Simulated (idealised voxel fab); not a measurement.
process module | voxel transistor to metal
cross-section cut | 210 nm wide | cells 5 nm
A cross-section is a grid of square cells, given in bands from the top down. A band is one or more rows of cells.
Each band's line starts with the height of the band's top and of its bottom, in nm. Then come its materials from left to right, each with its width in nm. One material with "throughout" fills the band from edge to edge. "air" is empty space.
Height 0 is the level under which the wafer as received is all one material. The lowest band goes on downwards, as in "0 down".
A width such as "30 to 40" changes by the same amount from each row of cells to the next, from the band's top row to its bottom row.
"no change" after a step means that no cell of the cross-section changed.
closed voids: empty space of 8 cells or more with no open way to the top, each as width x height at its distance from the left edge, in nm
after a step's settings: what the simulator itself notes on the step
overlay nm, on a step with a mask: how far to the right of its planned place the mask lay; to the left if negative
plan
1 op RECEIVE | material Si
2 op CONFORMAL_DEP | material SiO2 | thk nm 5
3 op CONFORMAL_DEP | material SiN | thk nm 15
4 op DIRECTIONAL_DEP | material aC | thk nm 10
5 op PATTERN | tone cover | mask id ACTIVE | material resist | width nm 115 | thk nm 25 | overlay nm 0
6 op DIRECTIONAL_ETCH | etch materials aC | depth nm 10
7 op STRIP | etch materials resist
8 op DIRECTIONAL_ETCH | etch materials SiN | depth nm 15
9 op DIRECTIONAL_ETCH | etch materials SiO2 | depth nm 5
10 op DIRECTIONAL_ETCH | etch materials Si | depth nm 20
11 op STRIP | etch materials aC
12 op OXIDIZE | depth nm 5
13 op FILL_DEP | material SiO2 | thk nm 15
14 op CMP | height nm 20
15 op SELECTIVE_ETCH | etch materials SiO2 | depth nm 15
16 op STRIP | etch materials SiN
17 op SELECTIVE_ETCH | etch materials SiO2 | depth nm 5
18 op OXIDIZE | depth nm 5
19 op DIRECTIONAL_DEP | material polySi | thk nm 30
20 op DIRECTIONAL_DEP | material SiCN | thk nm 10
21 op PATTERN | tone cover | mask id GATE | material resist | width nm 25 | thk nm 20 | overlay nm 0
22 op DIRECTIONAL_ETCH | etch materials SiCN | depth nm 20
23 op DIRECTIONAL_ETCH | etch materials polySi | depth nm 40
24 op STRIP | etch materials resist
25 op CONFORMAL_DEP | material SiO2 | thk nm 5
26 op DIRECTIONAL_ETCH | etch materials SiO2 | depth nm 5
27 op CONFORMAL_DEP | material SiN | thk nm 5
28 op DIRECTIONAL_ETCH | etch materials SiN | depth nm 5
29 op DIRECTIONAL_ETCH | etch materials SiO2 | depth nm 5
30 op EPI | material SiGe | thk nm 5
31 op FILL_DEP | material SiO2 | thk nm 10
32 op CMP | height nm 40
33 op DIRECTIONAL_DEP | material SiO2 | thk nm 10
34 op MASKED_ETCH | tone open | mask id CONTACT | width nm 30 | pitch nm 65 | etch materials SiO2 | depth nm 50 | overlay nm 0
35 op CONFORMAL_DEP | material TiN | thk nm 5
36 op FILL_DEP | material W | thk nm 10
37 op CMP | height nm 50
38 op CONFORMAL_DEP | material SiN | thk nm 5
39 op DIRECTIONAL_DEP | material SiO2 | thk nm 20
40 op MASKED_ETCH | tone open | mask id METAL_1 | width nm 15 | pitch nm 80 | etch materials SiO2 | depth nm 20 | overlay nm 0
41 op MASKED_ETCH | tone open | mask id METAL_1 | width nm 15 | pitch nm 80 | etch materials SiN | depth nm 5 | overlay nm 0
42 op CONFORMAL_DEP | material TiN | thk nm 5
43 op FILL_DEP | material W | thk nm 10
44 op CMP | height nm 75
45 op EPI | material Ru | thk nm 5
46 op FILL_DEP | material SiCN | thk nm 5
as received, after step 1
  0 down: Si throughout
  closed voids: none
first wafer at the end, as planned
  85 to 80: SiCN throughout
  80 to 75: SiCN 50 | Ru 25 | SiCN 55 | Ru 25 | SiCN 55
  75 to 55: SiO2 55 | TiN 5 | W 5 | TiN 5 | SiO2 65 | TiN 5 | W 5 | TiN 5 | SiO2 60
  55 to 50: SiN 55 | TiN 15 | SiN 65 | TiN 15 | SiN 60
  50 to 40: SiO2 55 | TiN 5 | W 20 to 15 | TiN 5 to 10 | SiO2 35 | TiN 5 to 10 | W 20 to 15 | TiN 5 | SiO2 60
  40 to 30: SiO2 55 | TiN 5 | W 15 | TiN 5 | SiN 5 | SiO2 5 | SiCN 25 | SiO2 5 | SiN 5 | TiN 5 | W 15 | TiN 5 | SiO2 60
  30 to 5: SiO2 55 | TiN 5 | W 15 | TiN 5 | SiN 5 | SiO2 5 | polySi 25 | SiO2 5 | SiN 5 | TiN 5 | W 15 | TiN 5 | SiO2 60
  5 to 0: SiO2 55 | TiN 25 | SiN 5 | SiO2 5 | polySi 25 | SiO2 5 | SiN 5 | TiN 25 | SiO2 60
  0 to -5: SiO2 45 | SiGe 35 | SiO2 45 | SiGe 35 | SiO2 50
  -5 to -25: SiO2 50 | Si 105 | SiO2 55
  -25 down: Si throughout
  closed voids: none
second wafer at the end: like start, like plan, one mistake
  85 to 80: SiCN throughout
  80 to 55: Ru throughout
  55 to 50: SiN throughout
  50 to 40: SiO2 55 | TiN 5 | W 20 to 15 | TiN 5 to 10 | SiO2 35 | TiN 5 to 10 | W 20 to 15 | TiN 5 | SiO2 60
  40 to 30: SiO2 55 | TiN 5 | W 15 | TiN 5 | SiN 5 | SiO2 5 | SiCN 25 | SiO2 5 | SiN 5 | TiN 5 | W 15 | TiN 5 | SiO2 60
  30 to 5: SiO2 55 | TiN 5 | W 15 | TiN 5 | SiN 5 | SiO2 5 | polySi 25 | SiO2 5 | SiN 5 | TiN 5 | W 15 | TiN 5 | SiO2 60
  5 to 0: SiO2 55 | TiN 25 | SiN 5 | SiO2 5 | polySi 25 | SiO2 5 | SiN 5 | TiN 25 | SiO2 60
  0 to -5: SiO2 45 | SiGe 35 | SiO2 45 | SiGe 35 | SiO2 50
  -5 to -25: SiO2 50 | Si 105 | SiO2 55
  -25 down: Si throughout
  closed voids: none
what went wrong: step 39 ran as: op DIRECTIONAL_DEP | material Ru | thk nm 20
at the end the second wafer has, in cells: 200 more of Ru | 32 fewer of SiCN | 6 more of SiN | 144 fewer of SiO2 | 22 fewer of TiN | 8 fewer of W
